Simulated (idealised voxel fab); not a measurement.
process module | voxel self aligned vias
cross-section cut | 215 nm wide | cells 5 nm
A cross-section is a grid of square cells, given in bands from the top down. A band is one or more rows of cells.
Each band's line starts with the height of the band's top and of its bottom, in nm. Then come its materials from left to right, each with its width in nm. One material with "throughout" fills the band from edge to edge. "air" is empty space.
Height 0 is the level under which the wafer as received is all one material. The lowest band goes on downwards, as in "0 down".
A width such as "30 to 40" changes by the same amount from each row of cells to the next, from the band's top row to its bottom row.
"no change" after a step means that no cell of the cross-section changed.
closed voids: empty space of 8 cells or more with no open way to the top, each as width x height at its distance from the left edge, in nm
after a step's settings: what the simulator itself notes on the step
overlay nm, on a step with a mask: how far to the right of its planned place the mask lay; to the left if negative
plan
1 op RECEIVE | material Si
2 op CONFORMAL_DEP | material SiO2 | thk nm 10
3 op CONFORMAL_DEP | material SiCN | thk nm 5
4 op DIRECTIONAL_DEP | material lowk | thk nm 30
5 op MASKED_ETCH | tone open | mask id LINES | width nm 25 | pitch nm 50 | etch materials lowk | depth nm 30 | overlay nm 0
6 op CONFORMAL_DEP | material TiN | thk nm 5
7 op FILL_DEP | material Ru | thk nm 5
8 op CMP | height nm 45
9 op SELECTIVE_ETCH | etch materials W Ru TiN | depth nm 5
10 op FILL_DEP | material SiN | thk nm 10
11 op CMP | height nm 45
12 op DIRECTIONAL_DEP | material lowk | thk nm 15
13 op PATTERN | tone open | mask id VIAS | material resist | width nm 35 | thk nm 15 | overlay nm 0
14 op DIRECTIONAL_ETCH | etch materials lowk | depth nm 15
15 op DIRECTIONAL_ETCH | etch materials SiN | depth nm 5
16 op STRIP | etch materials resist
17 op CONFORMAL_DEP | material TiN | thk nm 5
18 op FILL_DEP | material Cu | thk nm 10
19 op CMP | height nm 60
20 op CONFORMAL_DEP | material SiCN | thk nm 5
as received, after step 1
  0 down: Si throughout
  closed voids: none
first wafer at the end, as planned
  65 to 60: SiCN throughout
  60 to 50: lowk 65 | TiN 5 | Cu 25 | TiN 5 | lowk 115
  50 to 45: lowk 65 | TiN 10 | Cu 15 | TiN 10 | lowk 115
  45 to 40: lowk 70 | TiN 25 | lowk 25 | SiN 25 | lowk 70
  40 to 20: lowk 70 | TiN 5 | Ru 15 | TiN 5 | lowk 25 | TiN 5 | Ru 15 | TiN 5 | lowk 70
  20 to 15: lowk 70 | TiN 25 | lowk 25 | TiN 25 | lowk 70
  15 to 10: SiCN throughout
  10 to 0: SiO2 throughout
  0 down: Si throughout
  closed voids: none
second wafer at the end: like start, like plan, one mistake
  65 to 60: SiCN throughout
  60 to 45: lowk 65 | TiN 5 | Cu 25 | TiN 5 | lowk 115
  45 to 40: lowk 65 | TiN 35 | lowk 20 | SiN 25 | lowk 70
  40 to 30: lowk 65 | TiN 10 | Ru 15 | TiN 10 | lowk 20 | TiN 5 | Ru 15 | TiN 5 | lowk 70
  30 to 20: lowk 70 | TiN 5 | Ru 15 | TiN 5 | lowk 25 | TiN 5 | Ru 15 | TiN 5 | lowk 70
  20 to 15: lowk 70 | TiN 25 | lowk 25 | TiN 25 | lowk 70
  15 to 10: SiCN throughout
  10 to 0: SiO2 throughout
  0 down: Si throughout
  closed voids: none
what went wrong: step 14 was run twice
at the end the second wafer has, in cells: 2 more of Cu | 4 more of TiN | 6 fewer of lowk
